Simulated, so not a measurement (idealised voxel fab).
This section sets out a process module, namely voxel wiring stack.
Pictured: cross-section cut, 295 nm wide, on a grid of 5 nm square cells.
This document writes a cross-section as a grid whose cells are square, and gives it as bands, listed from the top down; one or more rows of cells form a band. This entry defines a band. It first specifies the height of the band's top and the height of its bottom in nm, and then specifies the band's materials from left to right, stating each material with its width in nm. The word "throughout" identifies a single material that fills the band from edge to edge, while the word "air" identifies empty space. Where do heights start? At 0: under that level the wafer as delivered is made of one material only. And the lowest band has no floor; it just carries on downward, as in "0 nm and below". The notation "30 to 40" denotes a width that varies across the rows of cells in the band, beginning at the first number in the top row, finishing at the second number in the bottom row, and changing by an identical amount from each row to the next. Take "no modifications" at face value: in the step it is given for, the cross-section changed in none of its cells. Basically, "Closed void table" tells you about the enclosed voids: empty spaces with no open way to the top, 8 cells or bigger, each written width x height at distance, where distance is from the left edge, all in nm. Text after the settings on a step's line: the simulator's own remark on that step. The line of a step may include "overlay nm". On a step with a mask, this value is how far to the right of its planned place the mask lay. A negative value means the mask lay to the left.
Set out below are the planned steps of the process
- 1: RECEIVE [material Si]
- 2: CONFORMAL_DEP [material SiO2] [thk nm 10]
- 3: DIRECTIONAL_DEP [material TiN] [thk nm 5]
- 4: DIRECTIONAL_DEP [material Ru] [thk nm 20]
- 5: MASKED_ETCH [tone cover] [mask id METAL_1] [width nm 30] [pitch nm 50] [etch materials Ru] [depth nm 20] [overlay nm 0]
- 6: MASKED_ETCH [tone cover] [mask id METAL_1] [width nm 30] [pitch nm 50] [etch materials TiN] [depth nm 5] [overlay nm 0]
- 7: FILL_DEP [material SiO2] [thk nm 5]
- 8: CMP [height nm 35]
- 9: CONFORMAL_DEP [material SiCN] [thk nm 5]
- 10: DIRECTIONAL_DEP [material lowk] [thk nm 25]
- 11: MASKED_ETCH [tone open] [mask id METAL_2_HOLES] [width nm 15] [pitch nm 50] [etch materials lowk] [depth nm 25] [overlay nm 0]
- 12: MASKED_ETCH [tone open] [mask id METAL_2] [width nm 30] [pitch nm 50] [etch materials lowk] [depth nm 15] [overlay nm 0]
- 13: MASKED_ETCH [tone open] [mask id METAL_2] [width nm 30] [pitch nm 50] [etch materials SiCN] [depth nm 5] [overlay nm 0]
- 14: CONFORMAL_DEP [material TiN] [thk nm 5]
- 15: FILL_DEP [material Ru] [thk nm 5]
- 16: CMP [height nm 65]
- 17: CONFORMAL_DEP [material SiCN] [thk nm 5]
- 18: DIRECTIONAL_DEP [material SiO2] [thk nm 10]
- 19: MASKED_ETCH [tone open] [mask id PLUG_2] [width nm 15] [pitch nm 100] [etch materials SiO2] [depth nm 10] [overlay nm 0]
- 20: MASKED_ETCH [tone open] [mask id PLUG_2] [width nm 15] [pitch nm 100] [etch materials SiCN] [depth nm 5] [overlay nm 0]
- 21: EPI [material Ru] [thk nm 10]
- 22: EPI [material Ru] [thk nm 5]
- 23: DIRECTIONAL_DEP [material TiN] [thk nm 5]
- 24: DIRECTIONAL_DEP [material W] [thk nm 25]
- 25: MASKED_ETCH [tone cover] [mask id METAL_3] [width nm 30] [pitch nm 50] [etch materials W] [depth nm 25] [overlay nm 0]
- 26: MASKED_ETCH [tone cover] [mask id METAL_3] [width nm 30] [pitch nm 50] [etch materials TiN] [depth nm 5] [overlay nm 0]
- 27: CONFORMAL_DEP [material SiCN] [thk nm 5]
- 28: FILL_DEP [material lowk] [thk nm 5]
- 29: CMP [height nm 110]
- 30: CONFORMAL_DEP [material SiCN] [thk nm 5]
- 31: DIRECTIONAL_DEP [material SiO2] [thk nm 25]
- 32: DIRECTIONAL_DEP [material aC] [thk nm 10]
- 33: PATTERN [tone open] [mask id METAL_4] [material resist] [width nm 30] [pitch nm 50] [thk nm 25] [overlay nm 0]
- 34: DIRECTIONAL_ETCH [etch materials aC] [depth nm 10]
- 35: STRIP [etch materials resist]
- 36: DIRECTIONAL_ETCH [etch materials SiO2] [depth nm 15]
- 37: STRIP [etch materials aC]
- 38: MASKED_ETCH [tone open] [mask id METAL_4_HOLES] [width nm 15] [pitch nm 50] [etch materials SiO2] [depth nm 10] [overlay nm 0]
- 39: MASKED_ETCH [tone open] [mask id METAL_4_HOLES] [width nm 15] [pitch nm 50] [etch materials SiCN] [depth nm 5] [overlay nm 0]
- 40: CONFORMAL_DEP [material TiN] [thk nm 5]
- 41: FILL_DEP [material Cu] [thk nm 10]
- 42: CMP [height nm 140]
- 43: CONFORMAL_DEP [material SiN] [thk nm 5]
Incoming wafer, cross-sectional view, post step 1
> 0 nm and below = Si throughout
> Closed void table: none
End-of-module cross-section of the first of two wafers, processed as planned
> 145 nm to 140 nm = SiN throughout
> 140 nm to 130 nm = 55 SiO2; 5 TiN; 20 Cu; 5 TiN; 20 SiO2; 5 TiN; 20 Cu; 5 TiN; 20 SiO2; 5 TiN; 20 Cu; 5 TiN; 20 SiO2; 5 TiN; 20 Cu; 5 TiN; 60 SiO2
> 130 nm to 125 nm = 55 SiO2; 5 TiN; 5 Cu; 20 TiN; 20 SiO2; 5 TiN; 5 Cu; 20 TiN; 20 SiO2; 5 TiN; 5 Cu; 20 TiN; 20 SiO2; 5 TiN; 5 Cu; 20 TiN; 60 SiO2
> 125 nm to 115 nm = 55 SiO2; 5 TiN; 5 Cu; 5 TiN; 35 SiO2; 5 TiN; 5 Cu; 5 TiN; 35 SiO2; 5 TiN; 5 Cu; 5 TiN; 35 SiO2; 5 TiN; 5 Cu; 5 TiN; 75 SiO2
> 115 nm to 110 nm = 55 SiCN; 15 TiN; 35 SiCN; 15 TiN; 35 SiCN; 15 TiN; 35 SiCN; 15 TiN; 75 SiCN
> 110 nm to 85 nm = 50 lowk; 5 SiCN; 30 W; 5 SiCN; 10 lowk; 5 SiCN; 30 W; 5 SiCN; 10 lowk; 5 SiCN; 30 W; 5 SiCN; 10 lowk; 5 SiCN; 30 W; 5 SiCN; 55 lowk
> 85 nm to 80 nm = 55 SiCN; 30 TiN; 20 SiCN; 30 TiN; 20 SiCN; 30 TiN; 20 SiCN; 30 TiN; 60 SiCN
> 80 nm to 70 nm = 55 SiO2; 15 Ru; 85 SiO2; 15 Ru; 125 SiO2
> 70 nm to 65 nm = 55 SiCN; 15 Ru; 85 SiCN; 15 Ru; 125 SiCN
> 65 nm to 55 nm = 55 lowk; 5 TiN; 20 Ru; 5 TiN; 20 lowk; 5 TiN; 20 Ru; 5 TiN; 20 lowk; 5 TiN; 20 Ru; 5 TiN; 20 lowk; 5 TiN; 20 Ru; 5 TiN; 60 lowk
> 55 nm to 50 nm = 55 lowk; 5 TiN; 5 Ru; 20 TiN; 20 lowk; 5 TiN; 5 Ru; 20 TiN; 20 lowk; 5 TiN; 5 Ru; 20 TiN; 20 lowk; 5 TiN; 5 Ru; 20 TiN; 60 lowk
> 50 nm to 40 nm = 55 lowk; 5 TiN; 5 Ru; 5 TiN; 35 lowk; 5 TiN; 5 Ru; 5 TiN; 35 lowk; 5 TiN; 5 Ru; 5 TiN; 35 lowk; 5 TiN; 5 Ru; 5 TiN; 75 lowk
> 40 nm to 35 nm = 55 SiCN; 15 TiN; 35 SiCN; 15 TiN; 35 SiCN; 15 TiN; 35 SiCN; 15 TiN; 75 SiCN
> 35 nm to 15 nm = 55 SiO2; 30 Ru; 20 SiO2; 30 Ru; 20 SiO2; 30 Ru; 20 SiO2; 30 Ru; 60 SiO2
> 15 nm to 10 nm = 55 SiO2; 30 TiN; 20 SiO2; 30 TiN; 20 SiO2; 30 TiN; 20 SiO2; 30 TiN; 60 SiO2
> 10 nm to 0 nm = SiO2 throughout
> 0 nm and below = Si throughout
> Closed void table: none
The second wafer, shown in cross-section after the module: started the same way as the first and given the same plan, yet one mistake crept into how it was run
> 145 nm to 140 nm = SiN throughout
> 140 nm to 130 nm = 55 SiO2; 5 TiN; 20 Cu; 5 TiN; 20 SiO2; 5 TiN; 20 Cu; 5 TiN; 20 SiO2; 5 TiN; 20 Cu; 5 TiN; 20 SiO2; 5 TiN; 20 Cu; 5 TiN; 60 SiO2
> 130 nm to 125 nm = 55 SiO2; 5 TiN; 5 Cu; 20 TiN; 20 SiO2; 5 TiN; 5 Cu; 20 TiN; 20 SiO2; 5 TiN; 5 Cu; 20 TiN; 20 SiO2; 5 TiN; 5 Cu; 20 TiN; 60 SiO2
> 125 nm to 115 nm = 55 SiO2; 5 TiN; 5 Cu; 5 TiN; 35 SiO2; 5 TiN; 5 Cu; 5 TiN; 35 SiO2; 5 TiN; 5 Cu; 5 TiN; 35 SiO2; 5 TiN; 5 Cu; 5 TiN; 75 SiO2
> 115 nm to 110 nm = 55 SiCN; 15 TiN; 35 SiCN; 15 TiN; 35 SiCN; 15 TiN; 35 SiCN; 15 TiN; 75 SiCN
> 110 nm to 85 nm = 50 lowk; 5 SiCN; 30 W; 5 SiCN; 10 lowk; 5 SiCN; 30 W; 5 SiCN; 10 lowk; 5 SiCN; 30 W; 5 SiCN; 10 lowk; 5 SiCN; 30 W; 5 SiCN; 55 lowk
> 85 nm to 80 nm = 55 SiCN; 30 TiN; 20 SiCN; 30 TiN; 20 SiCN; 30 TiN; 20 SiCN; 30 TiN; 60 SiCN
> 80 nm to 70 nm = 55 SiO2; 15 Ru; 85 SiO2; 15 Ru; 125 SiO2
> 70 nm to 65 nm = 55 SiCN; 15 Ru; 85 SiCN; 15 Ru; 125 SiCN
> 65 nm to 55 nm = 55 lowk; 5 TiN; 20 Ru; 5 TiN; 20 lowk; 5 TiN; 20 Ru; 5 TiN; 20 lowk; 5 TiN; 20 Ru; 5 TiN; 20 lowk; 5 TiN; 20 Ru; 5 TiN; 60 lowk
> 55 nm to 50 nm = 55 lowk; 5 TiN; 5 Ru; 20 TiN; 20 lowk; 5 TiN; 5 Ru; 20 TiN; 20 lowk; 5 TiN; 5 Ru; 20 TiN; 20 lowk; 5 TiN; 5 Ru; 20 TiN; 60 lowk
> 50 nm to 40 nm = 55 lowk; 5 TiN; 5 Ru; 5 TiN; 35 lowk; 5 TiN; 5 Ru; 5 TiN; 35 lowk; 5 TiN; 5 Ru; 5 TiN; 35 lowk; 5 TiN; 5 Ru; 5 TiN; 75 lowk
> 40 nm to 35 nm = 55 SiCN; 15 TiN; 35 SiCN; 15 TiN; 35 SiCN; 15 TiN; 35 SiCN; 15 TiN; 75 SiCN
> 35 nm to 15 nm = 45 SiO2; 30 Ru; 20 SiO2; 30 Ru; 20 SiO2; 30 Ru; 20 SiO2; 30 Ru; 70 SiO2
> 15 nm to 10 nm = 45 SiO2; 40 TiN; 10 SiO2; 40 TiN; 10 SiO2; 40 TiN; 10 SiO2; 40 TiN; 60 SiO2
> 10 nm to 0 nm = SiO2 throughout
> 0 nm and below = Si throughout
> Closed void table: none
Processing error: step 5: run off-plan, actual operation and settings MASKED_ETCH [tone cover] [mask id METAL_1] [width nm 30] [pitch nm 50] [etch materials Ru] [depth nm 20] [overlay nm -10]
Count the cells at the end and the second wafer has more or fewer of some materials than the first: SiO2 -8; TiN +8
